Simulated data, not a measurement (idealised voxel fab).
Module name: voxel fin reveal (process module)
Square cell edge 5 nm, section width 290 nm, ID cut.
Heads up, the way a cross-section reads in here is a grid of square cells, handed over as bands from the top down, with every band being one or more rows of cells. For a band, the entry starts with two heights in nm, that of the top and then that of the bottom, and carries on with the band's materials in order from left to right, each alongside its width in nm; the word "everywhere" beside a single material means it fills the band edge to edge, and "empty" means empty space. Heights are expressed relative to 0, this being the level below which the as-received wafer comprises one material exclusively. The lowest band is unbounded in the downward direction and is denoted as in "0..down". Width "30->40": first value at the band's top row of cells, second value at its bottom row, equal change from row to row. No cell of the cross-section changed in a step that is given as "nothing got changed". "Unvented voids" - sealed voids, min. 8 cells, no opening to top; format: width x height at distance (distance from left edge; nm throughout). That trailing text on a step's line, after the settings, is the simulator's own remark on the step. On any step carrying a mask, the "overlay nm" setting, if present on the step's line, tells how far right of its planned place the mask lay; negative values point to the left.

Here's what the planned process steps look like
- 1: RECEIVE, material Si
- 2: CONFORMAL_DEP, material SiN, thk nm 10
- 3: PATTERN, tone cover, mask id FINS, material resist, width nm 15, pitch nm 40, thk nm 15, overlay nm 0
- 4: DIRECTIONAL_ETCH, etch materials SiN, depth nm 10
- 5: DIRECTIONAL_ETCH, etch materials Si, depth nm 35
- 6: STRIP, etch materials resist
- 7: OXIDIZE, depth nm 5
- 8: FILL_DEP, material SiO2, thk nm 5
- 9: CMP, height nm 10
- 10: SELECTIVE_ETCH, etch materials SiO2, depth nm 25
- 11: STRIP, etch materials SiN
- 12: CONFORMAL_DEP, material HfO2, thk nm 5

This is the cross-section of the wafer as we received it, i.e. after step 1
  0..down  Si everywhere
  Unvented voids: none

Sectioned view, first of two wafers, at the close of the module, processed as intended in the plan
  5..0  115 nm empty | 15 nm HfO2 | 25 nm empty | 15 nm HfO2 | 120 nm empty
  0..-10  115 nm empty | 5 nm HfO2 | 5 nm Si | 5 nm HfO2 | 25 nm empty | 5 nm HfO2 | 5 nm Si | 5 nm HfO2 | 120 nm empty
  -10..-15  120 nm HfO2 | 5 nm Si | 35 nm HfO2 | 5 nm Si | 125 nm HfO2
  -15..-40  120 nm SiO2 | 5 nm Si | 35 nm SiO2 | 5 nm Si | 125 nm SiO2
  -40..down  Si everywhere
  Unvented voids: none

Wafer two cross-section, module end. Start and plan unchanged from wafer one; one mistake made during the run
  5..0  115 nm empty | 15 nm HfO2 | 25 nm empty | 15 nm HfO2 | 120 nm empty
  0..-5  120 nm HfO2 | 5 nm Si | 35 nm HfO2 | 5 nm Si | 125 nm HfO2
  -5..-40  120 nm SiO2 | 5 nm Si | 35 nm SiO2 | 5 nm Si | 125 nm SiO2
  -40..down  Si everywhere
  Unvented voids: none
What broke from the plan during processing? step 10 ran with different settings than intended, the actual operation and settings being SELECTIVE_ETCH, etch materials SiO2, depth nm 15
Final wafer comparison in cells, second versus first, more or fewer per material: 8 fewer of HfO2, 112 more of SiO2
